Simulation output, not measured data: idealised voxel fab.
process module | voxel transistor to metal
cross-section cut | 180 nm wide | cells 5 nm
A cross-section is a grid of square cells, given in bands from the top down. A band is one or more rows of cells.
Each band's line starts with the height of the band's top and of its bottom, in nm. Then come its materials from left to right, each with its width in nm. One material with "throughout" fills the band from edge to edge. "air" is empty space.
Height 0 is the level under which the wafer as received is all one material. The lowest band goes on downwards, as in "0 down".
A width such as "30 to 40" changes by the same amount from each row of cells to the next, from the band's top row to its bottom row.
"no change" after a step means that no cell of the cross-section changed.
closed voids: empty space of 8 cells or more with no open way to the top, each as width x height at its distance from the left edge, in nm
after a step's settings: what the simulator itself notes on the step
overlay nm, on a step with a mask: how far to the right of its planned place the mask lay; to the left if negative
Each pair below shows a cross-section before one step and the cross-section after it, down to the lowest band that changed. The line under each pair gives the step between them, with its settings. The pairs can come from different runs of this module on the same starting wafer, so a pair continues from the pair above only where its "before" says so.
before
  0 down: Si throughout
  closed voids: none
after
  5 to 0: SiO2 throughout
  below 0: unchanged
  closed voids: none
the step between: op CONFORMAL_DEP | material SiO2 | thk nm 5
before: the cross-section after the pair above
after
  15 to 5: SiN throughout
  below 5: unchanged
  closed voids: none
the step between: op CONFORMAL_DEP | material SiN | thk nm 10
before: the cross-section after the pair above
after
  25 to 15: aC throughout
  below 15: unchanged
  closed voids: none
the step between: op DIRECTIONAL_DEP | material aC | thk nm 10
before: the cross-section after the pair above
after
  55 to 25: air 35 | resist 110 | air 35
  below 25: unchanged
  closed voids: none
the step between: op PATTERN | tone cover | mask id ACTIVE | material resist | width nm 110 | thk nm 30 | overlay nm 0
before: the cross-section after the pair above
after
  45 to 25: air 35 | resist 110 | air 35
  25 to 15: air 35 | aC 110 | air 35
  below 15: unchanged
  closed voids: none
the step between: op DIRECTIONAL_ETCH | etch materials aC | depth nm 10
before: the cross-section after the pair above
after
  25 to 15: air 35 | aC 110 | air 35
  below 15: unchanged
  closed voids: none
the step between: op STRIP | etch materials resist
before: the cross-section after the pair above
after
  25 to 15: air 35 | aC 110 | air 35
  15 to 5: air 35 | SiN 110 | air 35
  below 5: unchanged
  closed voids: none
the step between: op DIRECTIONAL_ETCH | etch materials SiN | depth nm 10
before: the cross-section after the pair above
after
  25 to 15: air 35 | aC 110 | air 35
  15 to 5: air 35 | SiN 110 | air 35
  5 to 0: air 35 | SiO2 110 | air 35
  below 0: unchanged
  closed voids: none
the step between: op DIRECTIONAL_ETCH | etch materials SiO2 | depth nm 5
before: the cross-section after the pair above
after
  25 to 15: air 35 | aC 110 | air 35
  15 to 5: air 35 | SiN 110 | air 35
  5 to 0: air 35 | SiO2 110 | air 35
  0 to -30: air 35 | Si 110 | air 35
  below -30: unchanged
  closed voids: none
the step between: op DIRECTIONAL_ETCH | etch materials Si | depth nm 30
before: the cross-section after the pair above
after
  15 to 5: air 35 | SiN 110 | air 35
  below 5: unchanged
  closed voids: none
the step between: op STRIP | etch materials aC
before: the cross-section after the pair above
after
  25 to 15: SiO2 throughout
  15 to 5: SiO2 35 | SiN 110 | SiO2 35
  5 to 0: SiO2 throughout
  0 to -30: SiO2 35 | Si 110 | SiO2 35
  below -30: unchanged
  closed voids: none
the step between: op FILL_DEP | material SiO2 | thk nm 10
before: the cross-section after the pair above
after
  15 to 5: SiO2 35 | SiN 110 | SiO2 35
  below 5: unchanged
  closed voids: none
the step between: op CMP | height nm 15
before: the cross-section after the pair above
after
  15 to 10: air 35 | SiN 110 | air 35
  below 10: unchanged
  closed voids: none
the step between: op SELECTIVE_ETCH | etch materials SiO2 | depth nm 5
before: the cross-section after the pair above
after
  10 to 5: SiO2 35 | air 110 | SiO2 35
  below 5: unchanged
  closed voids: none
the step between: op STRIP | etch materials SiN
before: the cross-section after the pair above
after
  5 to 0: SiO2 30 | air 120 | SiO2 30
  below 0: unchanged
  closed voids: none
the step between: op SELECTIVE_ETCH | etch materials SiO2 | depth nm 5
before: the cross-section after the pair above
after
  5 to 0: SiO2 30 | air 120 | SiO2 30
  0 to -5: SiO2 throughout
  below -5: unchanged
  closed voids: none
the step between: op OXIDIZE | depth nm 5
before: the cross-section after the pair above
after
  30 to 25: polySi 30 | air 120 | polySi 30
  25 to 5: polySi throughout
  5 to 0: SiO2 30 | polySi 120 | SiO2 30
  below 0: unchanged
  closed voids: none
the step between: op DIRECTIONAL_DEP | material polySi | thk nm 25
before: the cross-section after the pair above
after
  45 to 40: SiCN 30 | air 120 | SiCN 30
  40 to 30: SiCN throughout
  30 to 25: polySi 30 | SiCN 120 | polySi 30
  below 25: unchanged
  closed voids: none
the step between: op DIRECTIONAL_DEP | material SiCN | thk nm 15
before: the cross-section after the pair above
after
  65 to 45: air 75 | resist 30 | air 75
  45 to 40: SiCN 30 | air 45 | resist 30 | air 45 | SiCN 30
  below 40: unchanged
  closed voids: none
the step between: op PATTERN | tone cover | mask id GATE | material resist | width nm 30 | thk nm 20 | overlay nm 0
before: the cross-section after the pair above
after
  65 to 40: air 75 | resist 30 | air 75
  40 to 30: air 75 | SiCN 30 | air 75
  30 to 25: polySi 30 | air 45 | SiCN 30 | air 45 | polySi 30
  below 25: unchanged
  closed voids: none
the step between: op DIRECTIONAL_ETCH | etch materials SiCN | depth nm 25
before: the cross-section after the pair above
after
  65 to 40: air 75 | resist 30 | air 75
  40 to 25: air 75 | SiCN 30 | air 75
  25 to 5: air 75 | polySi 30 | air 75
  5 to 0: SiO2 30 | air 45 | polySi 30 | air 45 | SiO2 30
  below 0: unchanged
  closed voids: none
the step between: op DIRECTIONAL_ETCH | etch materials polySi | depth nm 35
before: the cross-section after the pair above
after
  40 to 25: air 75 | SiCN 30 | air 75
  below 25: unchanged
  closed voids: none
the step between: op STRIP | etch materials resist
before: the cross-section after the pair above
after
  45 to 40: air 70 | SiN 40 | air 70
  40 to 25: air 70 | SiN 5 | SiCN 30 | SiN 5 | air 70
  25 to 10: air 70 | SiN 5 | polySi 30 | SiN 5 | air 70
  10 to 5: SiN 35 | air 35 | SiN 5 | polySi 30 | SiN 5 | air 35 | SiN 35
  5 to 0: SiO2 30 | SiN 45 | polySi 30 | SiN 45 | SiO2 30
  below 0: unchanged
  closed voids: none
the step between: op CONFORMAL_DEP | material SiN | thk nm 5
before: the cross-section after the pair above
after
  40 to 25: air 70 | SiN 5 | SiCN 30 | SiN 5 | air 70
  25 to 5: air 70 | SiN 5 | polySi 30 | SiN 5 | air 70
  5 to 0: SiO2 30 | SiN 5 | air 35 | SiN 5 | polySi 30 | SiN 5 | air 35 | SiN 5 | SiO2 30
  below 0: unchanged
  closed voids: none
the step between: op DIRECTIONAL_ETCH | etch materials SiN | depth nm 5
before: the cross-section after the pair above
after
  40 to 25: air 70 | SiN 5 | SiCN 30 | SiN 5 | air 70
  25 to 5: air 70 | SiN 5 | polySi 30 | SiN 5 | air 70
  5 to 0: air 30 | SiN 5 | air 35 | SiN 5 | polySi 30 | SiN 5 | air 35 | SiN 5 | air 30
  0 to -5: SiO2 35 | air 35 | SiO2 40 | air 35 | SiO2 35
  below -5: unchanged
  closed voids: none
the step between: op DIRECTIONAL_ETCH | etch materials SiO2 | depth nm 5
before: the cross-section after the pair above
after
  40 to 25: air 70 | SiN 5 | SiCN 30 | SiN 5 | air 70
  25 to 5: air 70 | SiN 5 | polySi 30 | SiN 5 | air 70
  5 to 0: air 30 | SiN 5 | air 35 | SiN 5 | polySi 30 | SiN 5 | air 35 | SiN 5 | air 30
  0 to -5: SiO2 35 | air 35 | SiO2 40 | air 35 | SiO2 35
  -5 to -15: SiO2 35 | air 35 | Si 40 | air 35 | SiO2 35
  below -15: unchanged
  closed voids: none
the step between: op DIRECTIONAL_ETCH | etch materials Si | depth nm 10
before: the cross-section after the pair above
after
  40 to 25: air 70 | SiN 5 | SiCN 30 | SiN 5 | air 70
  25 to 5: air 70 | SiN 5 | polySi 30 | SiN 5 | air 70
  5 to 0: air 30 | SiN 5 | air 25 | SiGe 10 | SiN 5 | polySi 30 | SiN 5 | SiGe 10 | air 25 | SiN 5 | air 30
  0 to -5: SiO2 35 | air 25 | SiGe 10 | SiO2 40 | SiGe 10 | air 25 | SiO2 35
  -5 to -15: SiO2 35 | SiGe 35 | Si 40 | SiGe 35 | SiO2 35
  below -15: unchanged
  closed voids: none
the step between: op EPI | material SiGe | thk nm 10
before: the cross-section after the pair above
after
  50 to 40: SiO2 throughout
  40 to 25: SiO2 70 | SiN 5 | SiCN 30 | SiN 5 | SiO2 70
  25 to 5: SiO2 70 | SiN 5 | polySi 30 | SiN 5 | SiO2 70
  5 to 0: SiO2 30 | SiN 5 | SiO2 25 | SiGe 10 | SiN 5 | polySi 30 | SiN 5 | SiGe 10 | SiO2 25 | SiN 5 | SiO2 30
  0 to -5: SiO2 60 | SiGe 10 | SiO2 40 | SiGe 10 | SiO2 60
  below -5: unchanged
  closed voids: none
the step between: op FILL_DEP | material SiO2 | thk nm 10
before: the cross-section after the pair above
after
  25 to 5: SiO2 70 | SiN 5 | polySi 30 | SiN 5 | SiO2 70
  below 5: unchanged
  closed voids: none
the step between: op CMP | height nm 25
before: the cross-section after the pair above
after
  25 to 5: SiO2 70 | SiN 5 | air 30 | SiN 5 | SiO2 70
  5 to 0: SiO2 30 | SiN 5 | SiO2 25 | SiGe 10 | SiN 5 | air 30 | SiN 5 | SiGe 10 | SiO2 25 | SiN 5 | SiO2 30
  below 0: unchanged
  closed voids: none
the step between: op STRIP | etch materials polySi
before: the cross-section after the pair above
after
  25 to 20: air 70 | SiN 5 | air 30 | SiN 5 | air 70
  20 to 5: SiO2 70 | SiN 5 | air 30 | SiN 5 | SiO2 70
  5 to 0: SiO2 30 | SiN 5 | SiO2 25 | SiGe 10 | SiN 5 | air 30 | SiN 5 | SiGe 10 | SiO2 25 | SiN 5 | SiO2 30
  0 to -5: SiO2 60 | SiGe 10 | air 40 | SiGe 10 | SiO2 60
  below -5: unchanged
  closed voids: none
the step between: op SELECTIVE_ETCH | etch materials SiO2 | depth nm 5
before: the cross-section after the pair above
after
  30 to 25: air 65 | HfO2 15 | air 20 | HfO2 15 | air 65
  25 to 20: HfO2 70 | SiN 5 | HfO2 5 | air 20 | HfO2 5 | SiN 5 | HfO2 70
  20 to 5: SiO2 70 | SiN 5 | HfO2 5 | air 20 | HfO2 5 | SiN 5 | SiO2 70
  5 to 0: SiO2 30 | SiN 5 | SiO2 25 | SiGe 10 | SiN 5 | HfO2 5 | air 20 | HfO2 5 | SiN 5 | SiGe 10 | SiO2 25 | SiN 5 | SiO2 30
  0 to -5: SiO2 60 | SiGe 10 | HfO2 40 | SiGe 10 | SiO2 60
  below -5: unchanged
  closed voids: none
the step between: op CONFORMAL_DEP | material HfO2 | thk nm 5
before: the cross-section after the pair above
after
  35 to 30: air 60 | TiN 25 | air 10 | TiN 25 | air 60
  30 to 25: TiN 65 | HfO2 15 | TiN 5 | air 10 | TiN 5 | HfO2 15 | TiN 65
  25 to 20: HfO2 70 | SiN 5 | HfO2 5 | TiN 5 | air 10 | TiN 5 | HfO2 5 | SiN 5 | HfO2 70
  20 to 5: SiO2 70 | SiN 5 | HfO2 5 | TiN 5 | air 10 | TiN 5 | HfO2 5 | SiN 5 | SiO2 70
  5 to 0: SiO2 30 | SiN 5 | SiO2 25 | SiGe 10 | SiN 5 | HfO2 5 | TiN 20 | HfO2 5 | SiN 5 | SiGe 10 | SiO2 25 | SiN 5 | SiO2 30
  below 0: unchanged
  closed voids: none
the step between: op CONFORMAL_DEP | material TiN | thk nm 5
before: the cross-section after the pair above
after
  45 to 35: W throughout
  35 to 30: W 60 | TiN 25 | W 10 | TiN 25 | W 60
  30 to 25: TiN 65 | HfO2 15 | TiN 5 | W 10 | TiN 5 | HfO2 15 | TiN 65
  25 to 20: HfO2 70 | SiN 5 | HfO2 5 | TiN 5 | W 10 | TiN 5 | HfO2 5 | SiN 5 | HfO2 70
  20 to 5: SiO2 70 | SiN 5 | HfO2 5 | TiN 5 | W 10 | TiN 5 | HfO2 5 | SiN 5 | SiO2 70
  below 5: unchanged
  closed voids: none
the step between: op FILL_DEP | material W | thk nm 10
before: the cross-section after the pair above
after
  20 to 5: SiO2 70 | SiN 5 | HfO2 5 | TiN 5 | W 10 | TiN 5 | HfO2 5 | SiN 5 | SiO2 70
  below 5: unchanged
  closed voids: none
the step between: op CMP | height nm 20
before: the cross-section after the pair above
after
  30 to 20: SiO2 throughout
  below 20: unchanged
  closed voids: none
the step between: op DIRECTIONAL_DEP | material SiO2 | thk nm 10
before: the cross-section after the pair above
after
  40 to 30: aC throughout
  below 30: unchanged
  closed voids: none
the step between: op DIRECTIONAL_DEP | material aC | thk nm 10
before: the cross-section after the pair above
after
  65 to 40: resist 45 | air 15 | resist 60 | air 15 | resist 45
  below 40: unchanged
  closed voids: none
the step between: op PATTERN | tone open | mask id CONTACT | material resist | width nm 15 | pitch nm 75 | thk nm 25 | overlay nm 0
before: the cross-section after the pair above
after
  55 to 40: resist 45 | air 15 | resist 60 | air 15 | resist 45
  40 to 30: aC 45 | air 15 | aC 60 | air 15 | aC 45
  below 30: unchanged
  closed voids: none
the step between: op DIRECTIONAL_ETCH | etch materials aC | depth nm 10
before: the cross-section after the pair above
after
  40 to 30: aC 45 | air 15 | aC 60 | air 15 | aC 45
  below 30: unchanged
  closed voids: none
the step between: op STRIP | etch materials resist
before: the cross-section after the pair above
after
  40 to 30: aC 45 | air 15 | aC 60 | air 15 | aC 45
  30 to 20: SiO2 45 | air 15 | SiO2 60 | air 15 | SiO2 45
  20 to 5: SiO2 45 | air 15 | SiO2 10 | SiN 5 | HfO2 5 | TiN 5 | W 10 | TiN 5 | HfO2 5 | SiN 5 | SiO2 10 | air 15 | SiO2 45
  5 to 0: SiO2 30 | SiN 5 | SiO2 10 | air 15 | SiGe 10 | SiN 5 | HfO2 5 | TiN 20 | HfO2 5 | SiN 5 | SiGe 10 | air 15 | SiO2 10 | SiN 5 | SiO2 30
  0 to -5: SiO2 45 | air 15 | SiGe 10 | HfO2 40 | SiGe 10 | air 15 | SiO2 45
  below -5: unchanged
  closed voids: none
the step between: op DIRECTIONAL_ETCH | etch materials SiO2 | depth nm 35
before: the cross-section after the pair above
after
  30 to 20: SiO2 45 | air 15 | SiO2 60 | air 15 | SiO2 45
  below 20: unchanged
  closed voids: none
the step between: op STRIP | etch materials aC
before: the cross-section after the pair above
after
  35 to 30: TiN 50 | air 5 | TiN 70 | air 5 | TiN 50
  30 to 20: SiO2 45 | TiN 5 | air 5 | TiN 5 | SiO2 60 | TiN 5 | air 5 | TiN 5 | SiO2 45
  20 to 5: SiO2 45 | TiN 5 | air 5 | TiN 5 | SiO2 10 | SiN 5 | HfO2 5 | TiN 5 | W 10 | TiN 5 | HfO2 5 | SiN 5 | SiO2 10 | TiN 5 | air 5 | TiN 5 | SiO2 45
  5 to 0: SiO2 30 | SiN 5 | SiO2 10 | TiN 5 | air 5 | TiN 5 | SiGe 10 | SiN 5 | HfO2 5 | TiN 20 | HfO2 5 | SiN 5 | SiGe 10 | TiN 5 | air 5 | TiN 5 | SiO2 10 | SiN 5 | SiO2 30
  0 to -5: SiO2 45 | TiN 15 | SiGe 10 | HfO2 40 | SiGe 10 | TiN 15 | SiO2 45
  below -5: unchanged
  closed voids: none
the step between: op CONFORMAL_DEP | material TiN | thk nm 5
before: the cross-section after the pair above
after
  40 to 35: W throughout
  35 to 30: TiN 50 | W 5 | TiN 70 | W 5 | TiN 50
  30 to 20: SiO2 45 | TiN 5 | W 5 | TiN 5 | SiO2 60 | TiN 5 | W 5 | TiN 5 | SiO2 45
  20 to 5: SiO2 45 | TiN 5 | W 5 | TiN 5 | SiO2 10 | SiN 5 | HfO2 5 | TiN 5 | W 10 | TiN 5 | HfO2 5 | SiN 5 | SiO2 10 | TiN 5 | W 5 | TiN 5 | SiO2 45
  5 to 0: SiO2 30 | SiN 5 | SiO2 10 | TiN 5 | W 5 | TiN 5 | SiGe 10 | SiN 5 | HfO2 5 | TiN 20 | HfO2 5 | SiN 5 | SiGe 10 | TiN 5 | W 5 | TiN 5 | SiO2 10 | SiN 5 | SiO2 30
  below 0: unchanged
  closed voids: none
the step between: op FILL_DEP | material W | thk nm 5
before: the cross-section after the pair above
after
  30 to 20: SiO2 45 | TiN 5 | W 5 | TiN 5 | SiO2 60 | TiN 5 | W 5 | TiN 5 | SiO2 45
  below 20: unchanged
  closed voids: none
the step between: op CMP | height nm 30
before: the cross-section after the pair above
after
  35 to 30: TiN throughout
  below 30: unchanged
  closed voids: none
the step between: op DIRECTIONAL_DEP | material TiN | thk nm 5
before: the cross-section after the pair above
after
  55 to 35: Ru throughout
  below 35: unchanged
  closed voids: none
the step between: op DIRECTIONAL_DEP | material Ru | thk nm 20
before: the cross-section after the pair above
after
  70 to 55: aC throughout
  below 55: unchanged
  closed voids: none
the step between: op DIRECTIONAL_DEP | material aC | thk nm 15
before: the cross-section after the pair above
after
  105 to 70: air 45 | resist 15 | air 60 | resist 15 | air 45
  below 70: unchanged
  closed voids: none
the step between: op PATTERN | tone cover | mask id METAL_1 | material resist | width nm 15 | pitch nm 75 | thk nm 35 | overlay nm 0
before: the cross-section after the pair above
after
  90 to 70: air 45 | resist 15 | air 60 | resist 15 | air 45
  70 to 55: air 45 | aC 15 | air 60 | aC 15 | air 45
  below 55: unchanged
  closed voids: none
the step between: op DIRECTIONAL_ETCH | etch materials aC | depth nm 15
before: the cross-section after the pair above
after
  70 to 55: air 45 | aC 15 | air 60 | aC 15 | air 45
  below 55: unchanged
  closed voids: none
the step between: op STRIP | etch materials resist
before: the cross-section after the pair above
after
  70 to 55: air 45 | aC 15 | air 60 | aC 15 | air 45
  55 to 35: air 45 | Ru 15 | air 60 | Ru 15 | air 45
  below 35: unchanged
  closed voids: none
the step between: op DIRECTIONAL_ETCH | etch materials Ru | depth nm 20
before: the cross-section after the pair above
after
  70 to 55: air 45 | aC 15 | air 60 | aC 15 | air 45
  55 to 35: air 45 | Ru 15 | air 60 | Ru 15 | air 45
  35 to 30: air 45 | TiN 15 | air 60 | TiN 15 | air 45
  below 30: unchanged
  closed voids: none
the step between: op DIRECTIONAL_ETCH | etch materials TiN | depth nm 5
before: the cross-section after the pair above
after
  55 to 35: air 45 | Ru 15 | air 60 | Ru 15 | air 45
  below 35: unchanged
  closed voids: none
the step between: op STRIP | etch materials aC
before: the cross-section after the pair above
after
  60 to 55: air 40 | SiN 25 | air 50 | SiN 25 | air 40
  55 to 35: air 40 | SiN 5 | Ru 15 | SiN 5 | air 50 | SiN 5 | Ru 15 | SiN 5 | air 40
  35 to 30: SiN 45 | TiN 15 | SiN 60 | TiN 15 | SiN 45
  below 30: unchanged
  closed voids: none
the step between: op CONFORMAL_DEP | material SiN | thk nm 5
before: the cross-section after the pair above
after
  70 to 60: lowk throughout
  60 to 55: lowk 40 | SiN 25 | lowk 50 | SiN 25 | lowk 40
  55 to 35: lowk 40 | SiN 5 | Ru 15 | SiN 5 | lowk 50 | SiN 5 | Ru 15 | SiN 5 | lowk 40
  below 35: unchanged
  closed voids: none
the step between: op FILL_DEP | material lowk | thk nm 10
before: the cross-section after the pair above
after
  55 to 35: lowk 40 | SiN 5 | Ru 15 | SiN 5 | lowk 50 | SiN 5 | Ru 15 | SiN 5 | lowk 40
  below 35: unchanged
  closed voids: none
the step between: op CMP | height nm 55
before: the cross-section after the pair above
after
  60 to 55: SiCN throughout
  below 55: unchanged
  closed voids: none
the step between: op CONFORMAL_DEP | material SiCN | thk nm 5
before
  0 down: Si throughout
  closed voids: none
after
  10 to 0: SiN throughout
  below 0: unchanged
  closed voids: none
the step between: op CONFORMAL_DEP | material SiN | thk nm 10
before: the cross-section after the pair above
after
  20 to 10: aC throughout
  below 10: unchanged
  closed voids: none
the step between: op DIRECTIONAL_DEP | material aC | thk nm 10
before: the cross-section after the pair above
after
  50 to 20: air 35 | resist 110 | air 35
  below 20: unchanged
  closed voids: none
the step between: op PATTERN | tone cover | mask id ACTIVE | material resist | width nm 110 | thk nm 30 | overlay nm 0
before: the cross-section after the pair above
after
  40 to 20: air 35 | resist 110 | air 35
  20 to 10: air 35 | aC 110 | air 35
  below 10: unchanged
  closed voids: none
the step between: op DIRECTIONAL_ETCH | etch materials aC | depth nm 10
before: the cross-section after the pair above
after
  20 to 10: air 35 | aC 110 | air 35
  below 10: unchanged
  closed voids: none
the step between: op STRIP | etch materials resist
before: the cross-section after the pair above
after
  20 to 10: air 35 | aC 110 | air 35
  10 to 0: air 35 | SiN 110 | air 35
  below 0: unchanged
  closed voids: none
the step between: op DIRECTIONAL_ETCH | etch materials SiN | depth nm 10
before: the cross-section after the pair above
after
  20 to 10: air 35 | aC 110 | air 35
  10 to 0: air 35 | SiN 110 | air 35
  0 to -30: air 35 | Si 110 | air 35
  below -30: unchanged
  closed voids: none
the step between: op DIRECTIONAL_ETCH | etch materials Si | depth nm 30
before: the cross-section after the pair above
after
  10 to 0: air 35 | SiN 110 | air 35
  below 0: unchanged
  closed voids: none
the step between: op STRIP | etch materials aC
before: the cross-section after the pair above
after
  20 to 10: SiO2 throughout
  10 to 0: SiO2 35 | SiN 110 | SiO2 35
  0 to -30: SiO2 35 | Si 110 | SiO2 35
  below -30: unchanged
  closed voids: none
the step between: op FILL_DEP | material SiO2 | thk nm 10
before: the cross-section after the pair above
after
  15 to 10: SiO2 throughout
  below 10: unchanged
  closed voids: none
the step between: op CMP | height nm 15
before: the cross-section after the pair above
after
  10 to 0: SiO2 35 | SiN 110 | SiO2 35
  below 0: unchanged
  closed voids: none
the step between: op SELECTIVE_ETCH | etch materials SiO2 | depth nm 5
before: the cross-section after the pair above
after
  10 to 0: SiO2 35 | air 110 | SiO2 35
  below 0: unchanged
  closed voids: none
the step between: op STRIP | etch materials SiN
before: the cross-section after the pair above
after
  5 to 0: SiO2 30 | air 120 | SiO2 30
  0 to -5: SiO2 30 | air 5 | Si 110 | air 5 | SiO2 30
  below -5: unchanged
  closed voids: none
the step between: op SELECTIVE_ETCH | etch materials SiO2 | depth nm 5
before: the cross-section after the pair above
after
  5 to 0: SiO2 30 | air 120 | SiO2 30
  0 to -5: SiO2 30 | air 5 | SiO2 110 | air 5 | SiO2 30
  -5 to -10: SiO2 40 | Si 100 | SiO2 40
  below -10: unchanged
  closed voids: none
the step between: op OXIDIZE | depth nm 5
before: the cross-section after the pair above
after
  30 to 25: polySi 30 | air 120 | polySi 30
  25 to 20: polySi 30 | air 5 | polySi 110 | air 5 | polySi 30
  20 to 5: polySi throughout
  5 to 0: SiO2 30 | polySi 120 | SiO2 30
  0 to -5: SiO2 30 | polySi 5 | SiO2 110 | polySi 5 | SiO2 30
  below -5: unchanged
  closed voids: none
the step between: op DIRECTIONAL_DEP | material polySi | thk nm 25
before: the cross-section after the pair above
after
  45 to 40: SiCN 30 | air 120 | SiCN 30
  40 to 35: SiCN 30 | air 5 | SiCN 110 | air 5 | SiCN 30
  35 to 30: SiCN throughout
  30 to 25: polySi 30 | SiCN 120 | polySi 30
  25 to 20: polySi 30 | SiCN 5 | polySi 110 | SiCN 5 | polySi 30
  below 20: unchanged
  closed voids: none
the step between: op DIRECTIONAL_DEP | material SiCN | thk nm 15
before: the cross-section after the pair above
after
  65 to 45: air 75 | resist 30 | air 75
  45 to 40: SiCN 30 | air 45 | resist 30 | air 45 | SiCN 30
  below 40: unchanged
  closed voids: none
the step between: op PATTERN | tone cover | mask id GATE | material resist | width nm 30 | thk nm 20 | overlay nm 0
before: the cross-section after the pair above
after
  65 to 40: air 75 | resist 30 | air 75
  40 to 30: air 75 | SiCN 30 | air 75
  30 to 25: polySi 30 | air 45 | SiCN 30 | air 45 | polySi 30
  25 to 20: polySi 30 | air 5 | polySi 110 | air 5 | polySi 30
  below 20: unchanged
  closed voids: none
the step between: op DIRECTIONAL_ETCH | etch materials SiCN | depth nm 25
before: the cross-section after the pair above
after
  65 to 40: air 75 | resist 30 | air 75
  40 to 25: air 75 | SiCN 30 | air 75
  25 to 5: air 75 | polySi 30 | air 75
  5 to 0: SiO2 30 | air 45 | polySi 30 | air 45 | SiO2 30
  0 to -5: SiO2 30 | air 5 | SiO2 110 | air 5 | SiO2 30
  below -5: unchanged
  closed voids: none
the step between: op DIRECTIONAL_ETCH | etch materials polySi | depth nm 35
before: the cross-section after the pair above
after
  40 to 25: air 75 | SiCN 30 | air 75
  below 25: unchanged
  closed voids: none
the step between: op STRIP | etch materials resist
before: the cross-section after the pair above
after
  45 to 40: air 70 | SiN 40 | air 70
  40 to 25: air 70 | SiN 5 | SiCN 30 | SiN 5 | air 70
  25 to 10: air 70 | SiN 5 | polySi 30 | SiN 5 | air 70
  10 to 5: SiN 35 | air 35 | SiN 5 | polySi 30 | SiN 5 | air 35 | SiN 35
  5 to 0: SiO2 30 | SiN 45 | polySi 30 | SiN 45 | SiO2 30
  0 to -5: SiO2 30 | SiN 5 | SiO2 110 | SiN 5 | SiO2 30
  below -5: unchanged
  closed voids: none
the step between: op CONFORMAL_DEP | material SiN | thk nm 5
before: the cross-section after the pair above
after
  40 to 25: air 70 | SiN 5 | SiCN 30 | SiN 5 | air 70
  25 to 5: air 70 | SiN 5 | polySi 30 | SiN 5 | air 70
  5 to 0: SiO2 30 | SiN 5 | air 35 | SiN 5 | polySi 30 | SiN 5 | air 35 | SiN 5 | SiO2 30
  below 0: unchanged
  closed voids: none
the step between: op DIRECTIONAL_ETCH | etch materials SiN | depth nm 5
before: the cross-section after the pair above
after
  40 to 25: air 70 | SiN 5 | SiCN 30 | SiN 5 | air 70
  25 to 5: air 70 | SiN 5 | polySi 30 | SiN 5 | air 70
  5 to 0: air 30 | SiN 5 | air 35 | SiN 5 | polySi 30 | SiN 5 | air 35 | SiN 5 | air 30
  0 to -5: SiO2 30 | SiN 5 | air 35 | SiO2 40 | air 35 | SiN 5 | SiO2 30
  below -5: unchanged
  closed voids: none
the step between: op DIRECTIONAL_ETCH | etch materials SiO2 | depth nm 5
before: the cross-section after the pair above
after
  40 to 25: air 70 | SiN 5 | SiCN 30 | SiN 5 | air 70
  25 to 5: air 70 | SiN 5 | polySi 30 | SiN 5 | air 70
  5 to 0: air 30 | SiN 5 | air 35 | SiN 5 | polySi 30 | SiN 5 | air 35 | SiN 5 | air 30
  0 to -5: SiO2 30 | SiN 5 | air 35 | SiO2 40 | air 35 | SiN 5 | SiO2 30
  -5 to -10: SiO2 40 | air 30 | Si 40 | air 30 | SiO2 40
  -10 to -15: SiO2 35 | Si 5 | air 30 | Si 40 | air 30 | Si 5 | SiO2 35
  below -15: unchanged
  closed voids: none
the step between: op DIRECTIONAL_ETCH | etch materials Si | depth nm 10
before: the cross-section after the pair above
after
  40 to 25: air 70 | SiN 5 | SiCN 30 | SiN 5 | air 70
  25 to 5: air 70 | SiN 5 | polySi 30 | SiN 5 | air 70
  5 to 0: air 30 | SiN 5 | air 25 | SiGe 10 | SiN 5 | polySi 30 | SiN 5 | SiGe 10 | air 25 | SiN 5 | air 30
  0 to -5: SiO2 30 | SiN 5 | SiGe 15 | air 10 | SiGe 10 | SiO2 40 | SiGe 10 | air 10 | SiGe 15 | SiN 5 | SiO2 30
  -5 to -10: SiO2 40 | SiGe 30 | Si 40 | SiGe 30 | SiO2 40
  -10 to -15: SiO2 35 | Si 5 | SiGe 30 | Si 40 | SiGe 30 | Si 5 | SiO2 35
  below -15: unchanged
  closed voids: none
the step between: op EPI | material SiGe | thk nm 10
before: the cross-section after the pair above
after
  50 to 40: SiO2 throughout
  40 to 25: SiO2 70 | SiN 5 | SiCN 30 | SiN 5 | SiO2 70
  25 to 5: SiO2 70 | SiN 5 | polySi 30 | SiN 5 | SiO2 70
  5 to 0: SiO2 30 | SiN 5 | SiO2 25 | SiGe 10 | SiN 5 | polySi 30 | SiN 5 | SiGe 10 | SiO2 25 | SiN 5 | SiO2 30
  0 to -5: SiO2 30 | SiN 5 | SiGe 15 | SiO2 10 | SiGe 10 | SiO2 40 | SiGe 10 | SiO2 10 | SiGe 15 | SiN 5 | SiO2 30
  below -5: unchanged
  closed voids: none
the step between: op FILL_DEP | material SiO2 | thk nm 10
before: the cross-section after the pair above
after
  25 to 5: SiO2 70 | SiN 5 | polySi 30 | SiN 5 | SiO2 70
  below 5: unchanged
  closed voids: none
the step between: op CMP | height nm 25
before: the cross-section after the pair above
after
  25 to 5: SiO2 70 | SiN 5 | air 30 | SiN 5 | SiO2 70
  5 to 0: SiO2 30 | SiN 5 | SiO2 25 | SiGe 10 | SiN 5 | air 30 | SiN 5 | SiGe 10 | SiO2 25 | SiN 5 | SiO2 30
  below 0: unchanged
  closed voids: none
the step between: op STRIP | etch materials polySi
before: the cross-section after the pair above
after
  25 to 20: air 70 | SiN 5 | air 30 | SiN 5 | air 70
  20 to 5: SiO2 70 | SiN 5 | air 30 | SiN 5 | SiO2 70
  5 to 0: SiO2 30 | SiN 5 | SiO2 25 | SiGe 10 | SiN 5 | air 30 | SiN 5 | SiGe 10 | SiO2 25 | SiN 5 | SiO2 30
  0 to -5: SiO2 30 | SiN 5 | SiGe 15 | SiO2 10 | SiGe 10 | air 40 | SiGe 10 | SiO2 10 | SiGe 15 | SiN 5 | SiO2 30
  below -5: unchanged
  closed voids: none
the step between: op SELECTIVE_ETCH | etch materials SiO2 | depth nm 5
before: the cross-section after the pair above
after
  30 to 25: air 65 | HfO2 15 | air 20 | HfO2 15 | air 65
  25 to 20: HfO2 70 | SiN 5 | HfO2 5 | air 20 | HfO2 5 | SiN 5 | HfO2 70
  20 to 5: SiO2 70 | SiN 5 | HfO2 5 | air 20 | HfO2 5 | SiN 5 | SiO2 70
  5 to 0: SiO2 30 | SiN 5 | SiO2 25 | SiGe 10 | SiN 5 | HfO2 5 | air 20 | HfO2 5 | SiN 5 | SiGe 10 | SiO2 25 | SiN 5 | SiO2 30
  0 to -5: SiO2 30 | SiN 5 | SiGe 15 | SiO2 10 | SiGe 10 | HfO2 40 | SiGe 10 | SiO2 10 | SiGe 15 | SiN 5 | SiO2 30
  below -5: unchanged
  closed voids: none
the step between: op CONFORMAL_DEP | material HfO2 | thk nm 5
